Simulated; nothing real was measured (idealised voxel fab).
The process module presented herein is designated voxel transistor to metal.
Section cut is 285 nm wide and gridded with 5 nm square cells.
Heads up, the way a cross-section reads in here is a grid of square cells, handed over as bands from the top down, with every band being one or more rows of cells.
Heads up on the band format: heights come first, top then bottom, in nm. After that it's the materials left to right, each with its width in nm. A single material flagged "full width" fills the whole band edge to edge, and "empty" means there's empty space there.
Height datum 0, below which the as-received substrate wafer is one material. Lowest band open at the bottom, running downward: "0 -> down".
So if you see something like "30..40" for the width, read it as the top row of the band sitting at the first number and the bottom row at the second, with every row in between moving by the same amount as the last.
For the purposes of this document, the phrase "stayed the same" attached to a step denotes that no cell within the cross-section was modified by that step.
Each empty space that has no open way to the top and spans at least 8 cells appears under "Closed void inventory" as width x height at distance, the distance counted from the left edge, all in nm.
If you see something after the settings on a step's line, that's the simulator's own remark about that step.
"overlay nm" on a masked step: distance the mask lay right of its planned place, negative for left.
Guide to the pairs. Each holds a before and an after cross-section around one process step; the after cross-section is cut off at the lowest band that changed. Look under the pair for the step between them and its settings. Pairs can come from different runs of this module on the same starting wafer, so a pair follows on from the one above it only where its entry headed "Ahead of processing" says it does.

## Ahead of processing
> 75 -> 50  SiO2 15 nm; SiN 5 nm; W 20 nm; SiN 5 nm; SiO2 55 nm; SiN 5 nm; W 20 nm; SiN 5 nm; SiO2 25 nm; SiN 5 nm; W 20 nm; SiN 5 nm; SiO2 55 nm; SiN 5 nm; W 20 nm; SiN 5 nm; SiO2 15 nm
> 50 -> 45  SiN 20 nm; TiN 20 nm; SiN 65 nm; TiN 20 nm; SiN 35 nm; TiN 20 nm; SiN 65 nm; TiN 20 nm; SiN 20 nm
> 45 -> 35  SiO2 20 nm; TiN 5 nm; W 25 nm; TiN 5 nm; SiO2 35 nm; TiN 5 nm; W 25 nm; TiN 5 nm; SiO2 35 nm; TiN 5 nm; W 25 nm; TiN 5 nm; SiO2 35 nm; TiN 5 nm; W 25 nm; TiN 5 nm; SiO2 20 nm
> 35 -> 25  SiO2 20 nm; TiN 5 nm; W 25 nm; TiN 5 nm; SiO2 5 nm; SiCN 25 nm; SiO2 5 nm; TiN 5 nm; W 25 nm; TiN 5 nm; SiO2 35 nm; TiN 5 nm; W 25 nm; TiN 5 nm; SiO2 5 nm; SiCN 25 nm; SiO2 5 nm; TiN 5 nm; W 25 nm; TiN 5 nm; SiO2 20 nm
> 25 -> 5  SiO2 20 nm; TiN 5 nm; W 25 nm; TiN 5 nm; SiO2 5 nm; polySi 25 nm; SiO2 5 nm; TiN 5 nm; W 25 nm; TiN 5 nm; SiO2 35 nm; TiN 5 nm; W 25 nm; TiN 5 nm; SiO2 5 nm; polySi 25 nm; SiO2 5 nm; TiN 5 nm; W 25 nm; TiN 5 nm; SiO2 20 nm
> 5 -> 0  SiO2 20 nm; TiN 5 nm; W 20 nm; TiN 10 nm; SiO2 5 nm; polySi 25 nm; SiO2 5 nm; TiN 10 nm; W 20 nm; TiN 5 nm; SiO2 35 nm; TiN 5 nm; W 20 nm; TiN 10 nm; SiO2 5 nm; polySi 25 nm; SiO2 5 nm; TiN 10 nm; W 20 nm; TiN 5 nm; SiO2 20 nm
> 0 -> -5  SiO2 20 nm; TiN 30 nm; nSi 5 nm; SiO2 35 nm; nSi 5 nm; TiN 30 nm; SiO2 35 nm; TiN 30 nm; nSi 5 nm; SiO2 35 nm; nSi 5 nm; TiN 30 nm; SiO2 20 nm
> -5 -> -10  SiO2 20 nm; nSi 35 nm; Si 35 nm; nSi 35 nm; SiO2 35 nm; nSi 35 nm; Si 35 nm; nSi 35 nm; SiO2 20 nm
> -10 -> -30  SiO2 20 nm; Si 105 nm; SiO2 35 nm; Si 105 nm; SiO2 20 nm
> -30 -> down  Si full width
> Closed void inventory: none

## Structure After Step
> 80 -> 75  SiCN full width
> For the remainder of the cross-section, below 75, there is no change.
> Closed void inventory: none
Connecting step for the cross-sections above: CONFORMAL_DEP [material SiCN] [thk nm 5]

## Ahead of processing
> 30 -> 15  empty 15 nm; resist 115 nm; empty 25 nm; resist 115 nm; empty 15 nm
> 15 -> 5  empty 15 nm; SiN 115 nm; empty 25 nm; SiN 115 nm; empty 15 nm
> 5 -> 0  empty 15 nm; SiO2 115 nm; empty 25 nm; SiO2 115 nm; empty 15 nm
> 0 -> -25  empty 15 nm; Si 115 nm; empty 25 nm; Si 115 nm; empty 15 nm
> -25 -> down  Si full width
> Closed void inventory: none

## Structure After Step
> 30 -> 15  empty 15 nm; resist 115 nm; empty 25 nm; resist 115 nm; empty 15 nm
> 15 -> 5  empty 15 nm; SiN 115 nm; empty 25 nm; SiN 115 nm; empty 15 nm
> 5 -> 0  empty 15 nm; SiO2 115 nm; empty 25 nm; SiO2 115 nm; empty 15 nm
> 0 -> -50  empty 15 nm; Si 115 nm; empty 25 nm; Si 115 nm; empty 15 nm
> For the remainder of the cross-section, below -50, there is no change.
> Closed void inventory: none
Connecting step for the cross-sections above: DIRECTIONAL_ETCH [etch materials Si] [depth nm 25]

Ahead of processing: Please consult the pair immediately above; the cross-section it shows after its step is the state before this step.

## Structure After Step
> 15 -> 5  empty 15 nm; SiN 115 nm; empty 25 nm; SiN 115 nm; empty 15 nm
> For the remainder of the cross-section, below 5, there is no change.
> Closed void inventory: none
Connecting step for the cross-sections above: STRIP [etch materials resist]

Ahead of processing: Please consult the pair immediately above; the cross-section it shows after its step is the state before this step.

## Structure After Step
> 15 -> 5  empty 15 nm; SiN 115 nm; empty 25 nm; SiN 115 nm; empty 15 nm
> 5 -> 0  empty 15 nm; SiO2 115 nm; empty 25 nm; SiO2 115 nm; empty 15 nm
> 0 -> -50  empty 15 nm; SiO2 5 nm; Si 105 nm; SiO2 5 nm; empty 25 nm; SiO2 5 nm; Si 105 nm; SiO2 5 nm; empty 15 nm
> -50 -> -55  SiO2 20 nm; Si 105 nm; SiO2 35 nm; Si 105 nm; SiO2 20 nm
> For the remainder of the cross-section, below -55, there is no change.
> Closed void inventory: none
Connecting step for the cross-sections above: OXIDIZE [depth nm 5]

Ahead of processing: Please consult the pair immediately above; the cross-section it shows after its step is the state before this step.

## Structure After Step
> 20 -> 15  SiO2 full width
> 15 -> 5  SiO2 15 nm; SiN 115 nm; SiO2 25 nm; SiN 115 nm; SiO2 15 nm
> 5 -> 0  SiO2 full width
> 0 -> -55  SiO2 20 nm; Si 105 nm; SiO2 35 nm; Si 105 nm; SiO2 20 nm
> For the remainder of the cross-section, below -55, there is no change.
> Closed void inventory: none
Connecting step for the cross-sections above: FILL_DEP [material SiO2] [thk nm 5]

Ahead of processing: Please consult the pair immediately above; the cross-section it shows after its step is the state before this step.

## Structure After Step
> 15 -> 5  SiO2 15 nm; SiN 115 nm; SiO2 25 nm; SiN 115 nm; SiO2 15 nm
> For the remainder of the cross-section, below 5, there is no change.
> Closed void inventory: none
Connecting step for the cross-sections above: CMP [height nm 15]

Ahead of processing: Please consult the pair immediately above; the cross-section it shows after its step is the state before this step.

## Structure After Step
> 15 -> 10  empty 15 nm; SiN 115 nm; empty 25 nm; SiN 115 nm; empty 15 nm
> For the remainder of the cross-section, below 10, there is no change.
> Closed void inventory: none
Connecting step for the cross-sections above: SELECTIVE_ETCH [etch materials SiO2] [depth nm 5]

Ahead of processing: Please consult the pair immediately above; the cross-section it shows after its step is the state before this step.

## Structure After Step
> 10 -> 5  SiO2 15 nm; empty 115 nm; SiO2 25 nm; empty 115 nm; SiO2 15 nm
> For the remainder of the cross-section, below 5, there is no change.
> Closed void inventory: none
Connecting step for the cross-sections above: STRIP [etch materials SiN]

Ahead of processing: Please consult the pair immediately above; the cross-section it shows after its step is the state before this step.

## Structure After Step
> 5 -> 0  SiO2 10 nm; empty 125 nm; SiO2 15 nm; empty 125 nm; SiO2 10 nm
> For the remainder of the cross-section, below 0, there is no change.
> Closed void inventory: none
Connecting step for the cross-sections above: SELECTIVE_ETCH [etch materials SiO2] [depth nm 5]

Ahead of processing: Please consult the pair immediately above; the cross-section it shows after its step is the state before this step.

## Structure After Step
> 5 -> 0  SiO2 10 nm; empty 125 nm; SiO2 15 nm; empty 125 nm; SiO2 10 nm
> 0 -> -5  SiO2 full width
> For the remainder of the cross-section, below -5, there is no change.
> Closed void inventory: none
Connecting step for the cross-sections above: OXIDIZE [depth nm 5]

Ahead of processing: Please consult the pair immediately above; the cross-section it shows after its step is the state before this step.

## Structure After Step
> 30 -> 25  polySi 10 nm; empty 125 nm; polySi 15 nm; empty 125 nm; polySi 10 nm
> 25 -> 5  polySi full width
> 5 -> 0  SiO2 10 nm; polySi 125 nm; SiO2 15 nm; polySi 125 nm; SiO2 10 nm
> For the remainder of the cross-section, below 0, there is no change.
> Closed void inventory: none
Connecting step for the cross-sections above: DIRECTIONAL_DEP [material polySi] [thk nm 25]

Ahead of processing: Please consult the pair immediately above; the cross-section it shows after its step is the state before this step.

## Structure After Step
> 40 -> 35  SiCN 10 nm; empty 125 nm; SiCN 15 nm; empty 125 nm; SiCN 10 nm
> 35 -> 30  SiCN full width
> 30 -> 25  polySi 10 nm; SiCN 125 nm; polySi 15 nm; SiCN 125 nm; polySi 10 nm
> For the remainder of the cross-section, below 25, there is no change.
> Closed void inventory: none
Connecting step for the cross-sections above: DIRECTIONAL_DEP [material SiCN] [thk nm 10]

Ahead of processing: Please consult the pair immediately above; the cross-section it shows after its step is the state before this step.

## Structure After Step
> 60 -> 40  empty 60 nm; resist 25 nm; empty 115 nm; resist 25 nm; empty 60 nm
> 40 -> 35  SiCN 10 nm; empty 50 nm; resist 25 nm; empty 50 nm; SiCN 15 nm; empty 50 nm; resist 25 nm; empty 50 nm; SiCN 10 nm
> For the remainder of the cross-section, below 35, there is no change.
> Closed void inventory: none
Connecting step for the cross-sections above: PATTERN [tone cover] [mask id GATE] [material resist] [width nm 25] [pitch nm 140] [thk nm 20] [overlay nm 0]

Ahead of processing: Please consult the pair immediately above; the cross-section it shows after its step is the state before this step.

## Structure After Step
> 60 -> 35  empty 60 nm; resist 25 nm; empty 115 nm; resist 25 nm; empty 60 nm
> 35 -> 30  empty 60 nm; SiCN 25 nm; empty 115 nm; SiCN 25 nm; empty 60 nm
> 30 -> 25  polySi 10 nm; empty 50 nm; SiCN 25 nm; empty 50 nm; polySi 15 nm; empty 50 nm; SiCN 25 nm; empty 50 nm; polySi 10 nm
> For the remainder of the cross-section, below 25, there is no change.
> Closed void inventory: none
Connecting step for the cross-sections above: DIRECTIONAL_ETCH [etch materials SiCN] [depth nm 20]

Ahead of processing: Please consult the pair immediately above; the cross-section it shows after its step is the state before this step.

## Structure After Step
> 60 -> 35  empty 60 nm; resist 25 nm; empty 115 nm; resist 25 nm; empty 60 nm
> 35 -> 25  empty 60 nm; SiCN 25 nm; empty 115 nm; SiCN 25 nm; empty 60 nm
> 25 -> 5  empty 60 nm; polySi 25 nm; empty 115 nm; polySi 25 nm; empty 60 nm
> 5 -> 0  SiO2 10 nm; empty 50 nm; polySi 25 nm; empty 50 nm; SiO2 15 nm; empty 50 nm; polySi 25 nm; empty 50 nm; SiO2 10 nm
> For the remainder of the cross-section, below 0, there is no change.
> Closed void inventory: none
Connecting step for the cross-sections above: DIRECTIONAL_ETCH [etch materials polySi] [depth nm 35]

Ahead of processing: Please consult the pair immediately above; the cross-section it shows after its step is the state before this step.

## Structure After Step
> 35 -> 25  empty 60 nm; SiCN 25 nm; empty 115 nm; SiCN 25 nm; empty 60 nm
> For the remainder of the cross-section, below 25, there is no change.
> Closed void inventory: none
Connecting step for the cross-sections above: STRIP [etch materials resist]

Ahead of processing: Please consult the pair immediately above; the cross-section it shows after its step is the state before this step.

## Structure After Step
> 40 -> 35  empty 55 nm; SiO2 35 nm; empty 105 nm; SiO2 35 nm; empty 55 nm
> 35 -> 25  empty 55 nm; SiO2 5 nm; SiCN 25 nm; SiO2 5 nm; empty 105 nm; SiO2 5 nm; SiCN 25 nm; SiO2 5 nm; empty 55 nm
> 25 -> 10  empty 55 nm; SiO2 5 nm; polySi 25 nm; SiO2 5 nm; empty 105 nm; SiO2 5 nm; polySi 25 nm; SiO2 5 nm; empty 55 nm
> 10 -> 5  SiO2 15 nm; empty 40 nm; SiO2 5 nm; polySi 25 nm; SiO2 5 nm; empty 40 nm; SiO2 25 nm; empty 40 nm; SiO2 5 nm; polySi 25 nm; SiO2 5 nm; empty 40 nm; SiO2 15 nm
> 5 -> 0  SiO2 60 nm; polySi 25 nm; SiO2 115 nm; polySi 25 nm; SiO2 60 nm
> For the remainder of the cross-section, below 0, there is no change.
> Closed void inventory: none
Connecting step for the cross-sections above: CONFORMAL_DEP [material SiO2] [thk nm 5]

Ahead of processing: Please consult the pair immediately above; the cross-section it shows after its step is the state before this step.

## Structure After Step
> 35 -> 25  empty 55 nm; SiO2 5 nm; SiCN 25 nm; SiO2 5 nm; empty 105 nm; SiO2 5 nm; SiCN 25 nm; SiO2 5 nm; empty 55 nm
> 25 -> 5  empty 55 nm; SiO2 5 nm; polySi 25 nm; SiO2 5 nm; empty 105 nm; SiO2 5 nm; polySi 25 nm; SiO2 5 nm; empty 55 nm
> 5 -> 0  SiO2 15 nm; empty 40 nm; SiO2 5 nm; polySi 25 nm; SiO2 5 nm; empty 40 nm; SiO2 25 nm; empty 40 nm; SiO2 5 nm; polySi 25 nm; SiO2 5 nm; empty 40 nm; SiO2 15 nm
> For the remainder of the cross-section, below 0, there is no change.
> Closed void inventory: none
Connecting step for the cross-sections above: DIRECTIONAL_ETCH [etch materials SiO2] [depth nm 5]

Ahead of processing: Please consult the pair immediately above; the cross-section it shows after its step is the state before this step.

## Structure After Step
> 45 -> 35  empty 45 nm; SiN 55 nm; empty 85 nm; SiN 55 nm; empty 45 nm
> 35 -> 25  empty 45 nm; SiN 10 nm; SiO2 5 nm; SiCN 25 nm; SiO2 5 nm; SiN 10 nm; empty 85 nm; SiN 10 nm; SiO2 5 nm; SiCN 25 nm; SiO2 5 nm; SiN 10 nm; empty 45 nm
> 25 -> 15  empty 45 nm; SiN 10 nm; SiO2 5 nm; polySi 25 nm; SiO2 5 nm; SiN 10 nm; empty 85 nm; SiN 10 nm; SiO2 5 nm; polySi 25 nm; SiO2 5 nm; SiN 10 nm; empty 45 nm
> 15 -> 10  SiN 25 nm; empty 20 nm; SiN 10 nm; SiO2 5 nm; polySi 25 nm; SiO2 5 nm; SiN 10 nm; empty 20 nm; SiN 45 nm; empty 20 nm; SiN 10 nm; SiO2 5 nm; polySi 25 nm; SiO2 5 nm; SiN 10 nm; empty 20 nm; SiN 25 nm
> 10 -> 5  SiN 55 nm; SiO2 5 nm; polySi 25 nm; SiO2 5 nm; SiN 105 nm; SiO2 5 nm; polySi 25 nm; SiO2 5 nm; SiN 55 nm
> 5 -> 0  SiO2 15 nm; SiN 40 nm; SiO2 5 nm; polySi 25 nm; SiO2 5 nm; SiN 40 nm; SiO2 25 nm; SiN 40 nm; SiO2 5 nm; polySi 25 nm; SiO2 5 nm; SiN 40 nm; SiO2 15 nm
> For the remainder of the cross-section, below 0, there is no change.
> Closed void inventory: none
Connecting step for the cross-sections above: CONFORMAL_DEP [material SiN] [thk nm 10]

Ahead of processing: Please consult the pair immediately above; the cross-section it shows after its step is the state before this step.

## Structure After Step
> 35 -> 25  empty 45 nm; SiN 10 nm; SiO2 5 nm; SiCN 25 nm; SiO2 5 nm; SiN 10 nm; empty 85 nm; SiN 10 nm; SiO2 5 nm; SiCN 25 nm; SiO2 5 nm; SiN 10 nm; empty 45 nm
> 25 -> 5  empty 45 nm; SiN 10 nm; SiO2 5 nm; polySi 25 nm; SiO2 5 nm; SiN 10 nm; empty 85 nm; SiN 10 nm; SiO2 5 nm; polySi 25 nm; SiO2 5 nm; SiN 10 nm; empty 45 nm
> 5 -> 0  SiO2 15 nm; SiN 10 nm; empty 20 nm; SiN 10 nm; SiO2 5 nm; polySi 25 nm; SiO2 5 nm; SiN 10 nm; empty 20 nm; SiN 10 nm; SiO2 25 nm; SiN 10 nm; empty 20 nm; SiN 10 nm; SiO2 5 nm; polySi 25 nm; SiO2 5 nm; SiN 10 nm; empty 20 nm; SiN 10 nm; SiO2 15 nm
> For the remainder of the cross-section, below 0, there is no change.
> Closed void inventory: none
Connecting step for the cross-sections above: DIRECTIONAL_ETCH [etch materials SiN] [depth nm 10]

Ahead of processing: Please consult the pair immediately above; the cross-section it shows after its step is the state before this step.

## Structure After Step
> 35 -> 30  empty 45 nm; SiN 10 nm; empty 5 nm; SiCN 25 nm; empty 5 nm; SiN 10 nm; empty 85 nm; SiN 10 nm; empty 5 nm; SiCN 25 nm; empty 5 nm; SiN 10 nm; empty 45 nm
> 30 -> 25  empty 45 nm; SiN 10 nm; SiO2 5 nm; SiCN 25 nm; SiO2 5 nm; SiN 10 nm; empty 85 nm; SiN 10 nm; SiO2 5 nm; SiCN 25 nm; SiO2 5 nm; SiN 10 nm; empty 45 nm
> 25 -> 5  empty 45 nm; SiN 10 nm; SiO2 5 nm; polySi 25 nm; SiO2 5 nm; SiN 10 nm; empty 85 nm; SiN 10 nm; SiO2 5 nm; polySi 25 nm; SiO2 5 nm; SiN 10 nm; empty 45 nm
> 5 -> 0  empty 15 nm; SiN 10 nm; empty 20 nm; SiN 10 nm; SiO2 5 nm; polySi 25 nm; SiO2 5 nm; SiN 10 nm; empty 20 nm; SiN 10 nm; empty 25 nm; SiN 10 nm; empty 20 nm; SiN 10 nm; SiO2 5 nm; polySi 25 nm; SiO2 5 nm; SiN 10 nm; empty 20 nm; SiN 10 nm; empty 15 nm
> 0 -> -5  SiO2 25 nm; empty 20 nm; SiO2 55 nm; empty 20 nm; SiO2 45 nm; empty 20 nm; SiO2 55 nm; empty 20 nm; SiO2 25 nm
> For the remainder of the cross-section, below -5, there is no change.
> Closed void inventory: none
Connecting step for the cross-sections above: DIRECTIONAL_ETCH [etch materials SiO2] [depth nm 5]

Ahead of processing: Please consult the pair immediately above; the cross-section it shows after its step is the state before this step.

## Structure After Step
> 35 -> 30  empty 45 nm; SiN 10 nm; empty 5 nm; SiCN 25 nm; empty 5 nm; SiN 10 nm; empty 85 nm; SiN 10 nm; empty 5 nm; SiCN 25 nm; empty 5 nm; SiN 10 nm; empty 45 nm
> 30 -> 25  empty 45 nm; SiN 10 nm; SiO2 5 nm; SiCN 25 nm; SiO2 5 nm; SiN 10 nm; empty 85 nm; SiN 10 nm; SiO2 5 nm; SiCN 25 nm; SiO2 5 nm; SiN 10 nm; empty 45 nm
> 25 -> 5  empty 45 nm; SiN 10 nm; SiO2 5 nm; polySi 25 nm; SiO2 5 nm; SiN 10 nm; empty 85 nm; SiN 10 nm; SiO2 5 nm; polySi 25 nm; SiO2 5 nm; SiN 10 nm; empty 45 nm
> 5 -> 0  empty 15 nm; SiN 10 nm; empty 20 nm; SiN 10 nm; SiO2 5 nm; polySi 25 nm; SiO2 5 nm; SiN 10 nm; empty 20 nm; SiN 10 nm; empty 25 nm; SiN 10 nm; empty 20 nm; SiN 10 nm; SiO2 5 nm; polySi 25 nm; SiO2 5 nm; SiN 10 nm; empty 20 nm; SiN 10 nm; empty 15 nm
> 0 -> -5  SiO2 25 nm; empty 20 nm; SiO2 55 nm; empty 20 nm; SiO2 45 nm; empty 20 nm; SiO2 55 nm; empty 20 nm; SiO2 25 nm
> -5 -> -10  SiO2 20 nm; Si 5 nm; empty 20 nm; Si 55 nm; empty 20 nm; Si 5 nm; SiO2 35 nm; Si 5 nm; empty 20 nm; Si 55 nm; empty 20 nm; Si 5 nm; SiO2 20 nm
> For the remainder of the cross-section, below -10, there is no change.
> Closed void inventory: none
Connecting step for the cross-sections above: DIRECTIONAL_ETCH [etch materials Si] [depth nm 5]

Ahead of processing: Please consult the pair immediately above; the cross-section it shows after its step is the state before this step.

## Structure After Step
> 35 -> 30  empty 45 nm; SiN 10 nm; empty 5 nm; SiCN 25 nm; empty 5 nm; SiN 10 nm; empty 85 nm; SiN 10 nm; empty 5 nm; SiCN 25 nm; empty 5 nm; SiN 10 nm; empty 45 nm
> 30 -> 25  empty 45 nm; SiN 10 nm; SiO2 5 nm; SiCN 25 nm; SiO2 5 nm; SiN 10 nm; empty 85 nm; SiN 10 nm; SiO2 5 nm; SiCN 25 nm; SiO2 5 nm; SiN 10 nm; empty 45 nm
> 25 -> 5  empty 45 nm; SiN 10 nm; SiO2 5 nm; polySi 25 nm; SiO2 5 nm; SiN 10 nm; empty 85 nm; SiN 10 nm; SiO2 5 nm; polySi 25 nm; SiO2 5 nm; SiN 10 nm; empty 45 nm
> 5 -> 0  empty 15 nm; SiN 10 nm; empty 20 nm; SiN 10 nm; SiO2 5 nm; polySi 25 nm; SiO2 5 nm; SiN 10 nm; empty 20 nm; SiN 10 nm; empty 25 nm; SiN 10 nm; empty 20 nm; SiN 10 nm; SiO2 5 nm; polySi 25 nm; SiO2 5 nm; SiN 10 nm; empty 20 nm; SiN 10 nm; empty 15 nm
> 0 -> -5  SiO2 25 nm; nSi 5 nm; empty 10 nm; nSi 5 nm; SiO2 55 nm; nSi 5 nm; empty 10 nm; nSi 5 nm; SiO2 45 nm; nSi 5 nm; empty 10 nm; nSi 5 nm; SiO2 55 nm; nSi 5 nm; empty 10 nm; nSi 5 nm; SiO2 25 nm
> -5 -> -10  SiO2 20 nm; Si 5 nm; nSi 20 nm; Si 55 nm; nSi 20 nm; Si 5 nm; SiO2 35 nm; Si 5 nm; nSi 20 nm; Si 55 nm; nSi 20 nm; Si 5 nm; SiO2 20 nm
> For the remainder of the cross-section, below -10, there is no change.
> Closed void inventory: none
Connecting step for the cross-sections above: EPI [material nSi] [thk nm 5]

Ahead of processing: Please consult the pair immediately above; the cross-section it shows after its step is the state before this step.

## Structure After Step
> 40 -> 35  SiO2 full width
> 35 -> 25  SiO2 45 nm; SiN 10 nm; SiO2 5 nm; SiCN 25 nm; SiO2 5 nm; SiN 10 nm; SiO2 85 nm; SiN 10 nm; SiO2 5 nm; SiCN 25 nm; SiO2 5 nm; SiN 10 nm; SiO2 45 nm
> 25 -> 5  SiO2 45 nm; SiN 10 nm; SiO2 5 nm; polySi 25 nm; SiO2 5 nm; SiN 10 nm; SiO2 85 nm; SiN 10 nm; SiO2 5 nm; polySi 25 nm; SiO2 5 nm; SiN 10 nm; SiO2 45 nm
> 5 -> 0  SiO2 15 nm; SiN 10 nm; SiO2 20 nm; SiN 10 nm; SiO2 5 nm; polySi 25 nm; SiO2 5 nm; SiN 10 nm; SiO2 20 nm; SiN 10 nm; SiO2 25 nm; SiN 10 nm; SiO2 20 nm; SiN 10 nm; SiO2 5 nm; polySi 25 nm; SiO2 5 nm; SiN 10 nm; SiO2 20 nm; SiN 10 nm; SiO2 15 nm
> 0 -> -5  SiO2 25 nm; nSi 5 nm; SiO2 10 nm; nSi 5 nm; SiO2 55 nm; nSi 5 nm; SiO2 10 nm; nSi 5 nm; SiO2 45 nm; nSi 5 nm; SiO2 10 nm; nSi 5 nm; SiO2 55 nm; nSi 5 nm; SiO2 10 nm; nSi 5 nm; SiO2 25 nm
> For the remainder of the cross-section, below -5, there is no change.
> Closed void inventory: none
Connecting step for the cross-sections above: FILL_DEP [material SiO2] [thk nm 5]

Ahead of processing: Please consult the pair immediately above; the cross-section it shows after its step is the state before this step.

## Structure After Step
> 35 -> 25  SiO2 45 nm; SiN 10 nm; SiO2 5 nm; SiCN 25 nm; SiO2 5 nm; SiN 10 nm; SiO2 85 nm; SiN 10 nm; SiO2 5 nm; SiCN 25 nm; SiO2 5 nm; SiN 10 nm; SiO2 45 nm
> For the remainder of the cross-section, below 25, there is no change.
> Closed void inventory: none
Connecting step for the cross-sections above: CMP [height nm 35]

Ahead of processing: Please consult the pair immediately above; the cross-section it shows after its step is the state before this step.

## Structure After Step
> 45 -> 35  SiO2 full width
> For the remainder of the cross-section, below 35, there is no change.
> Closed void inventory: none
Connecting step for the cross-sections above: DIRECTIONAL_DEP [material SiO2] [thk nm 10]

Ahead of processing: Please consult the pair immediately above; the cross-section it shows after its step is the state before this step.

## Structure After Step
> 55 -> 45  aC full width
> For the remainder of the cross-section, below 45, there is no change.
> Closed void inventory: none
Connecting step for the cross-sections above: DIRECTIONAL_DEP [material aC] [thk nm 10]

Ahead of processing: Please consult the pair immediately above; the cross-section it shows after its step is the state before this step.

## Structure After Step
> 85 -> 55  resist 20 nm; empty 35 nm; resist 35 nm; empty 35 nm; resist 35 nm; empty 35 nm; resist 35 nm; empty 35 nm; resist 20 nm
> For the remainder of the cross-section, below 55, there is no change.
> Closed void inventory: none
Connecting step for the cross-sections above: PATTERN [tone open] [mask id CONTACT] [material resist] [width nm 35] [pitch nm 70] [thk nm 30] [overlay nm 0]

Ahead of processing: Please consult the pair immediately above; the cross-section it shows after its step is the state before this step.

## Structure After Step
> 75 -> 55  resist 20 nm; empty 35 nm; resist 35 nm; empty 35 nm; resist 35 nm; empty 35 nm; resist 35 nm; empty 35 nm; resist 20 nm
> 55 -> 45  aC 20 nm; empty 35 nm; aC 35 nm; empty 35 nm; aC 35 nm; empty 35 nm; aC 35 nm; empty 35 nm; aC 20 nm
> For the remainder of the cross-section, below 45, there is no change.
> Closed void inventory: none
Connecting step for the cross-sections above: DIRECTIONAL_ETCH [etch materials aC] [depth nm 10]

Ahead of processing: Please consult the pair immediately above; the cross-section it shows after its step is the state before this step.

## Structure After Step
> 55 -> 45  aC 20 nm; empty 35 nm; aC 35 nm; empty 35 nm; aC 35 nm; empty 35 nm; aC 35 nm; empty 35 nm; aC 20 nm
> For the remainder of the cross-section, below 45, there is no change.
> Closed void inventory: none
Connecting step for the cross-sections above: STRIP [etch materials resist]

Ahead of processing: Please consult the pair immediately above; the cross-section it shows after its step is the state before this step.

## Structure After Step
> 55 -> 45  aC 20 nm; empty 35 nm; aC 35 nm; empty 35 nm; aC 35 nm; empty 35 nm; aC 35 nm; empty 35 nm; aC 20 nm
> 45 -> 35  SiO2 20 nm; empty 35 nm; SiO2 35 nm; empty 35 nm; SiO2 35 nm; empty 35 nm; SiO2 35 nm; empty 35 nm; SiO2 20 nm
> 35 -> 25  SiO2 20 nm; empty 25 nm; SiN 10 nm; SiO2 5 nm; SiCN 25 nm; SiO2 5 nm; SiN 10 nm; empty 25 nm; SiO2 35 nm; empty 25 nm; SiN 10 nm; SiO2 5 nm; SiCN 25 nm; SiO2 5 nm; SiN 10 nm; empty 25 nm; SiO2 20 nm
> 25 -> 5  SiO2 20 nm; empty 25 nm; SiN 10 nm; SiO2 5 nm; polySi 25 nm; SiO2 5 nm; SiN 10 nm; empty 25 nm; SiO2 35 nm; empty 25 nm; SiN 10 nm; SiO2 5 nm; polySi 25 nm; SiO2 5 nm; SiN 10 nm; empty 25 nm; SiO2 20 nm
> 5 -> 0  SiO2 15 nm; SiN 10 nm; empty 20 nm; SiN 10 nm; SiO2 5 nm; polySi 25 nm; SiO2 5 nm; SiN 10 nm; empty 20 nm; SiN 10 nm; SiO2 25 nm; SiN 10 nm; empty 20 nm; SiN 10 nm; SiO2 5 nm; polySi 25 nm; SiO2 5 nm; SiN 10 nm; empty 20 nm; SiN 10 nm; SiO2 15 nm
> 0 -> -5  SiO2 25 nm; nSi 5 nm; empty 10 nm; nSi 5 nm; SiO2 55 nm; nSi 5 nm; empty 10 nm; nSi 5 nm; SiO2 45 nm; nSi 5 nm; empty 10 nm; nSi 5 nm; SiO2 55 nm; nSi 5 nm; empty 10 nm; nSi 5 nm; SiO2 25 nm
> For the remainder of the cross-section, below -5, there is no change.
> Closed void inventory: none
Connecting step for the cross-sections above: DIRECTIONAL_ETCH [etch materials SiO2] [depth nm 50]

Ahead of processing: Please consult the pair immediately above; the cross-section it shows after its step is the state before this step.

## Structure After Step
> 45 -> 35  SiO2 20 nm; empty 35 nm; SiO2 35 nm; empty 35 nm; SiO2 35 nm; empty 35 nm; SiO2 35 nm; empty 35 nm; SiO2 20 nm
> For the remainder of the cross-section, below 35, there is no change.
> Closed void inventory: none
Connecting step for the cross-sections above: STRIP [etch materials aC]
